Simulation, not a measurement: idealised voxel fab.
process module | voxel local oxidation
cross-section cut | 255 nm wide | cells 5 nm
A cross-section is a grid of square cells, given in bands from the top down. A band is one or more rows of cells.
Each band's line starts with the height of the band's top and of its bottom, in nm. Then come its materials from left to right, each with its width in nm. One material with "throughout" fills the band from edge to edge. "air" is empty space.
Height 0 is the level under which the wafer as received is all one material. The lowest band goes on downwards, as in "0 down".
A width such as "30 to 40" changes by the same amount from each row of cells to the next, from the band's top row to its bottom row.
"no change" after a step means that no cell of the cross-section changed.
closed voids: empty space of 8 cells or more with no open way to the top, each as width x height at its distance from the left edge, in nm
after a step's settings: what the simulator itself notes on the step
overlay nm, on a step with a mask: how far to the right of its planned place the mask lay; to the left if negative
plan
1 op RECEIVE | material Si
2 op CONFORMAL_DEP | material SiO2 | thk nm 5
3 op CONFORMAL_DEP | material SiN | thk nm 15
4 op PATTERN | tone cover | mask id ACTIVE | material resist | width nm 105 | thk nm 15 | overlay nm 0
5 op DIRECTIONAL_ETCH | etch materials SiN | depth nm 15
6 op STRIP | etch materials resist
7 op SELECTIVE_ETCH | etch materials SiO2 | depth nm 5
8 op OXIDIZE | depth nm 10
9 op STRIP | etch materials SiN
first wafer, as planned
as received, after step 1
  0 down: Si throughout
  closed voids: none
after step 2
  5 to 0: SiO2 throughout
  below 0: unchanged
after step 3
  20 to 5: SiN throughout
  below 5: unchanged
after step 4
  35 to 20: air 75 | resist 105 | air 75
  below 20: unchanged
after step 5
  35 to 20: air 75 | resist 105 | air 75
  20 to 5: air 75 | SiN 105 | air 75
  below 5: unchanged
after step 6
  20 to 5: air 75 | SiN 105 | air 75
  below 5: unchanged
after step 7
  20 to 5: air 75 | SiN 105 | air 75
  5 to 0: air 80 | SiO2 95 | air 80
  below 0: unchanged
after step 8
  20 to 5: air 75 | SiN 105 | air 75
  5 to 0: air 80 | SiO2 95 | air 80
  0 to -10: SiO2 90 | Si 75 | SiO2 90
  below -10: unchanged
after step 9
  5 to 0: air 80 | SiO2 95 | air 80
  below 0: unchanged
second wafer: like start, like plan, one mistake. Through step 7 it matches the first wafer
when step 8 should have ended
  20 to 5: air 75 | SiN 105 | air 75
  5 to 0: air 80 | SiO2 95 | air 80
  0 to -10: SiO2 90 | Si 75 | SiO2 90
  below -10: unchanged
when step 9 should have ended
  5 to 0: air 80 | SiO2 95 | air 80
  below 0: unchanged
what went wrong: step 8 was run twice
at the end the two cross-sections are the same: no effect in what this model computes
